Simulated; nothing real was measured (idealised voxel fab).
The following process module bears the name voxel released beams.
In the cross-section labelled cut, the width is 290 nm and each square cell is 5 nm.
Think of the cross-section as a grid of square cells. We describe it in bands, top to bottom, and each band covers one or more rows of those cells.
This entry defines a band. It first specifies the height of the band's top and the height of its bottom in nm, and then specifies the band's materials from left to right, stating each material with its width in nm. The word "full width" identifies a single material that fills the band from edge to edge, while the word "blank" identifies empty space.
Convention: height 0 is the level below which the wafer, as received, is all one material. The lowest band does not terminate at the bottom but continues downward, represented as "from 0 down".
Graded width ("30->40"): value in top row of band = first number; value in bottom row = second number; row-to-row change constant.
No cell of the cross-section changed in a step that is given as "no modifications".
"Enclosed internal cavities" - sealed voids, min. 8 cells, no opening to top; format: width x height at distance (distance from left edge; nm throughout).
Where a step's line continues beyond its settings, the continuation is a remark by the simulator itself on that step.
overlay nm: on a step with a mask, how far right of its planned place the mask lay; negative means left.

### Planned process steps
1) RECEIVE [material Si]
2) CONFORMAL_DEP [material Al2O3] [thk nm 10]
3) DIRECTIONAL_DEP [material SiO2] [thk nm 20]
4) DIRECTIONAL_DEP [material aC] [thk nm 10]
5) PATTERN [tone open] [mask id ANCHOR] [material resist] [width nm 40] [thk nm 30] [overlay nm 0]
6) DIRECTIONAL_ETCH [etch materials aC] [depth nm 10]
7) STRIP [etch materials resist]
8) DIRECTIONAL_ETCH [etch materials SiO2] [depth nm 20]
9) STRIP [etch materials aC]
10) CONFORMAL_DEP [material SiN] [thk nm 15]
11) PATTERN [tone cover] [mask id BEAM] [material resist] [width nm 115] [thk nm 15] [overlay nm 0]
12) DIRECTIONAL_ETCH [etch materials SiN] [depth nm 15]
13) STRIP [etch materials resist]
14) STRIP [etch materials SiO2]

### This is the cross-section of the wafer as we received it, i.e. after step 1
from 0 down: Si full width
Enclosed internal cavities: none

### The following cross-section depicts the wafer upon conclusion of the module. Processing commenced from the starting condition illustrated above and adhered to the plan illustrated above, save for one mistake in execution
from 45 to 35: blank 85, SiN 20, blank 10, SiN 85, blank 90
from 35 to 30: SiN 105, blank 10, SiN 175
from 30 to 25: SiO2 90, SiN 15, blank 10, SiN 15, SiO2 160
from 25 to 10: SiO2 90, SiN 40, SiO2 160
from 10 to 0: Al2O3 full width
from 0 down: Si full width
Enclosed internal cavities: none
Processing error: contrary to plan, step 12 was performed as DIRECTIONAL_ETCH [etch materials SiN] [depth nm 10]
